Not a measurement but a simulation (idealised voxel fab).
The document below concerns the process module designated voxel self aligned vias.
Pictured: cross-section cut, 275 nm wide, on a grid of 5 nm square cells.
If you're reading a cross-section in this doc, picture square cells in a grid; it comes to you as bands, top ones listed first down to the bottom, and a band can be one or more rows of cells.
Heights first: top, then bottom, in nm. Then materials, left to right, each with a width in nm. "edge to edge" on a single material: fills the band edge to edge. "blank": empty space.
All heights in this document are referenced to 0, defined as the level beneath which the wafer, as received, consists entirely of one material. The lowest band is not bounded below; it extends indefinitely downward and is written in the form "0 down".
Quick explanation for "30 to 40": the width changes in equal steps down the rows of cells, from the first number in the band's top row to the second number in its bottom row.
When a step is marked "no alteration", none of the cells in the cross-section changed during that step.
Entry "Internal closed voids". Content: empty spaces with no open connection to the top, size 8 cells or greater. Each: width x height at distance. Distance: from left edge. Unit: nm.
It should be noted that, on the line of a given step, the content following the step's settings is a remark produced by the simulator itself with respect to that step.
Among the settings permitted on a step's line is "overlay nm"; applied to a step with a mask, it specifies the extent to which the mask lay to the right of its planned position, whereas a negative figure signifies a position to the left.

**plan**
- 1: RECEIVE,material Si
- 2: CONFORMAL_DEP,material SiO2,thk nm 15
- 3: CONFORMAL_DEP,material SiCN,thk nm 5
- 4: DIRECTIONAL_DEP,material lowk,thk nm 30
- 5: DIRECTIONAL_DEP,material aC,thk nm 10
- 6: PATTERN,tone open,mask id LINES,material resist,width nm 25,pitch nm 75,thk nm 30,overlay nm 0
- 7: DIRECTIONAL_ETCH,etch materials aC,depth nm 10
- 8: STRIP,etch materials resist
- 9: DIRECTIONAL_ETCH,etch materials lowk,depth nm 30
- 10: STRIP,etch materials aC
- 11: CONFORMAL_DEP,material TiN,thk nm 5
- 12: FILL_DEP,material Ru,thk nm 10
- 13: CMP,height nm 50
- 14: SELECTIVE_ETCH,etch materials W Ru TiN,depth nm 10
- 15: FILL_DEP,material SiN,thk nm 5
- 16: CMP,height nm 50
- 17: DIRECTIONAL_DEP,material lowk,thk nm 20
- 18: MASKED_ETCH,tone open,mask id VIAS,width nm 45,pitch nm 75,etch materials lowk,depth nm 10,overlay nm 0
- 19: MASKED_ETCH,tone open,mask id VIAS,width nm 45,pitch nm 75,etch materials SiN,depth nm 10,overlay nm 0
- 20: CONFORMAL_DEP,material TiN,thk nm 5
- 21: FILL_DEP,material W,thk nm 5
- 22: CMP,height nm 70
- 23: CONFORMAL_DEP,material SiCN,thk nm 5
For clarity, it should be stated that the wafers under discussion commence in an identical condition and differ with respect to the depth nm of step 18, the plan indicating the value that the first wafer had.

**Here's the first of the wafers in cross-section, just as we got it, i.e. after step 1**
- 0 down: Si edge to edge
- Internal closed voids: none

**Depicted here is the first of several wafers in cross-section, at module completion following the last step, step 23**
- 75 to 70: SiCN edge to edge
- 70 to 65: lowk (40), then TiN (5), then W (35), then TiN (5), then lowk (30), then TiN (5), then W (35), then TiN (5), then lowk (30), then TiN (5), then W (35), then TiN (5), then lowk (40)
- 65 to 60: lowk (40), then TiN (45), then lowk (30), then TiN (45), then lowk (30), then TiN (45), then lowk (40)
- 60 to 50: lowk edge to edge
- 50 to 40: lowk (50), then SiN (25), then lowk (50), then SiN (25), then lowk (50), then SiN (25), then lowk (50)
- 40 to 25: lowk (50), then TiN (5), then Ru (15), then TiN (5), then lowk (50), then TiN (5), then Ru (15), then TiN (5), then lowk (50), then TiN (5), then Ru (15), then TiN (5), then lowk (50)
- 25 to 20: lowk (50), then TiN (25), then lowk (50), then TiN (25), then lowk (50), then TiN (25), then lowk (50)
- 20 to 15: SiCN edge to edge
- 15 to 0: SiO2 edge to edge
- 0 down: Si edge to edge
- Internal closed voids: none

**The last wafer as seen in cross-section at the end of the module**
- 75 to 70: SiCN edge to edge
- 70 to 45: lowk (40), then TiN (5), then W (35), then TiN (5), then lowk (30), then TiN (5), then W (35), then TiN (5), then lowk (30), then TiN (5), then W (35), then TiN (5), then lowk (40)
- 45 to 40: lowk (40), then TiN (45), then lowk (30), then TiN (45), then lowk (30), then TiN (45), then lowk (40)
- 40 to 35: lowk (40), then TiN (15), then Ru (15), then TiN (15), then lowk (30), then TiN (15), then Ru (15), then TiN (15), then lowk (30), then TiN (15), then Ru (15), then TiN (15), then lowk (40)
- 35 to 25: lowk (50), then TiN (5), then Ru (15), then TiN (5), then lowk (50), then TiN (5), then Ru (15), then TiN (5), then lowk (50), then TiN (5), then Ru (15), then TiN (5), then lowk (50)
- 25 to 20: lowk (50), then TiN (25), then lowk (50), then TiN (25), then lowk (50), then TiN (25), then lowk (50)
- 20 to 15: SiCN edge to edge
- 15 to 0: SiO2 edge to edge
- 0 down: Si edge to edge
- Internal closed voids: none

**Rows = wafers. At module end, each row lists per material the cells gained (+) or lost (-) since the wafer was received, then the closed voids**
depth nm 10, +27 Ru, +110 SiCN, +30 SiN, +165 SiO2, +66 TiN, +21 W, +406 lowk, Internal closed voids: none
depth nm 15, +27 Ru, +110 SiCN, +30 SiN, +165 SiO2, +72 TiN, +42 W, +379 lowk, Internal closed voids: none
depth nm 20, +27 Ru, +110 SiCN, +165 SiO2, +90 TiN, +81 W, +352 lowk, Internal closed voids: none
depth nm 25, +27 Ru, +110 SiCN, +165 SiO2, +90 TiN, +93 W, +340 lowk, Internal closed voids: none
depth nm 30, +27 Ru, +110 SiCN, +165 SiO2, +90 TiN, +105 W, +328 lowk, Internal closed voids: none
depth nm 35, +27 Ru, +110 SiCN, +165 SiO2, +102 TiN, +105 W, +316 lowk, Internal closed voids: none
